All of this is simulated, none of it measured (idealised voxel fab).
process module | voxel capacitor over wiring
cross-section cut | 265 nm wide | cells 5 nm
A cross-section is a grid of square cells, given in bands from the top down. A band is one or more rows of cells.
Each band's line starts with the height of the band's top and of its bottom, in nm. Then come its materials from left to right, each with its width in nm. One material with "throughout" fills the band from edge to edge. "air" is empty space.
Height 0 is the level under which the wafer as received is all one material. The lowest band goes on downwards, as in "0 down".
A width such as "30 to 40" changes by the same amount from each row of cells to the next, from the band's top row to its bottom row.
"no change" after a step means that no cell of the cross-section changed.
closed voids: empty space of 8 cells or more with no open way to the top, each as width x height at its distance from the left edge, in nm
after a step's settings: what the simulator itself notes on the step
overlay nm, on a step with a mask: how far to the right of its planned place the mask lay; to the left if negative
plan
1 op RECEIVE | material Si
2 op CONFORMAL_DEP | material SiO2 | thk nm 10
3 op DIRECTIONAL_DEP | material TiN | thk nm 5
4 op DIRECTIONAL_DEP | material Ru | thk nm 15
5 op MASKED_ETCH | tone cover | mask id METAL_1 | width nm 20 | pitch nm 70 | etch materials Ru | depth nm 15 | overlay nm 0
6 op MASKED_ETCH | tone cover | mask id METAL_1 | width nm 20 | pitch nm 70 | etch materials TiN | depth nm 5 | overlay nm 0
7 op CONFORMAL_DEP | material SiCN | thk nm 5
8 op FILL_DEP | material lowk | thk nm 10
9 op CMP | height nm 30
10 op CONFORMAL_DEP | material SiCN | thk nm 5
11 op DIRECTIONAL_DEP | material lowk | thk nm 20
12 op PATTERN | tone open | mask id PLUG_1 | material resist | width nm 15 | thk nm 15 | overlay nm 0
13 op DIRECTIONAL_ETCH | etch materials lowk | depth nm 20
14 op DIRECTIONAL_ETCH | etch materials SiCN | depth nm 5
15 op STRIP | etch materials resist
16 op CONFORMAL_DEP | material TiN | thk nm 5
17 op FILL_DEP | material Cu | thk nm 10
18 op CMP | height nm 55
19 op DIRECTIONAL_DEP | material TiN | thk nm 5
20 op DIRECTIONAL_DEP | material HfO2 | thk nm 5
21 op DIRECTIONAL_DEP | material TiN | thk nm 5
22 op PATTERN | tone cover | mask id UPPER_PLATE | material resist | width nm 55 | thk nm 20 | overlay nm 0
23 op DIRECTIONAL_ETCH | etch materials TiN | depth nm 5
24 op DIRECTIONAL_ETCH | etch materials HfO2 | depth nm 5
25 op STRIP | etch materials resist
26 op MASKED_ETCH | tone cover | mask id LOWER_PLATE | width nm 65 | etch materials TiN | depth nm 5 | overlay nm 0
27 op FILL_DEP | material SiO2 | thk nm 15
28 op CMP | height nm 80
29 op PATTERN | tone open | mask id PLUG_2 | material resist | width nm 15 | thk nm 20 | overlay nm 0
30 op DIRECTIONAL_ETCH | etch materials SiO2 | depth nm 10
31 op STRIP | etch materials resist
32 op CONFORMAL_DEP | material TiN | thk nm 5
33 op FILL_DEP | material Cu | thk nm 10
34 op CMP | height nm 80
35 op CONFORMAL_DEP | material SiN | thk nm 5
varied across the wafers: width nm of step 12. The plan shows the first wafer's value. All wafers start alike
first wafer as received, after step 1
  0 down: Si throughout
  closed voids: none
each wafer at the end: cells of each material gained (+) or lost (-) since it was received, then its closed voids
width nm 15 | +5 Cu | +11 HfO2 | +24 Ru | +107 SiCN | +53 SiN | +330 SiO2 | +48 TiN | +323 lowk | closed voids: none
width nm 20 | +9 Cu | +11 HfO2 | +24 Ru | +106 SiCN | +53 SiN | +330 SiO2 | +49 TiN | +319 lowk | closed voids: none
width nm 25 | +13 Cu | +11 HfO2 | +24 Ru | +105 SiCN | +53 SiN | +330 SiO2 | +50 TiN | +315 lowk | closed voids: none
width nm 30 | +17 Cu | +11 HfO2 | +24 Ru | +104 SiCN | +53 SiN | +330 SiO2 | +51 TiN | +311 lowk | closed voids: none
